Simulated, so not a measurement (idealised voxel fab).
process module | voxel local oxidation
cross-section cut | 175 nm wide | cells 5 nm
A cross-section is a grid of square cells, given in bands from the top down. A band is one or more rows of cells.
Each band's line starts with the height of the band's top and of its bottom, in nm. Then come its materials from left to right, each with its width in nm. One material with "throughout" fills the band from edge to edge. "air" is empty space.
Height 0 is the level under which the wafer as received is all one material. The lowest band goes on downwards, as in "0 down".
A width such as "30 to 40" changes by the same amount from each row of cells to the next, from the band's top row to its bottom row.
"no change" after a step means that no cell of the cross-section changed.
closed voids: empty space of 8 cells or more with no open way to the top, each as width x height at its distance from the left edge, in nm
after a step's settings: what the simulator itself notes on the step
overlay nm, on a step with a mask: how far to the right of its planned place the mask lay; to the left if negative
plan
1 op RECEIVE | material Si
2 op OXIDIZE | depth nm 5
3 op CONFORMAL_DEP | material SiN | thk nm 15
4 op PATTERN | tone cover | mask id ACTIVE | material resist | width nm 100 | thk nm 15 | overlay nm 0
5 op DIRECTIONAL_ETCH | etch materials SiN | depth nm 15
6 op STRIP | etch materials resist
7 op SELECTIVE_ETCH | etch materials SiO2 | depth nm 5
8 op OXIDIZE | depth nm 10
9 op STRIP | etch materials SiN
as received, after step 1
  0 down: Si throughout
  closed voids: none
first wafer at the end, as planned
  0 to -5: air 40 | SiO2 90 | air 45
  -5 to -15: SiO2 50 | Si 70 | SiO2 55
  -15 down: Si throughout
  closed voids: none
second wafer at the end: like start, like plan, one mistake
  10 to -5: SiO2 throughout
  -5 down: Si throughout
  closed voids: none
what went wrong: step 3 ran as: op CONFORMAL_DEP | material SiO2 | thk nm 15
at the end the second wafer has, in cells: 42 more of Si | 45 more of SiO2
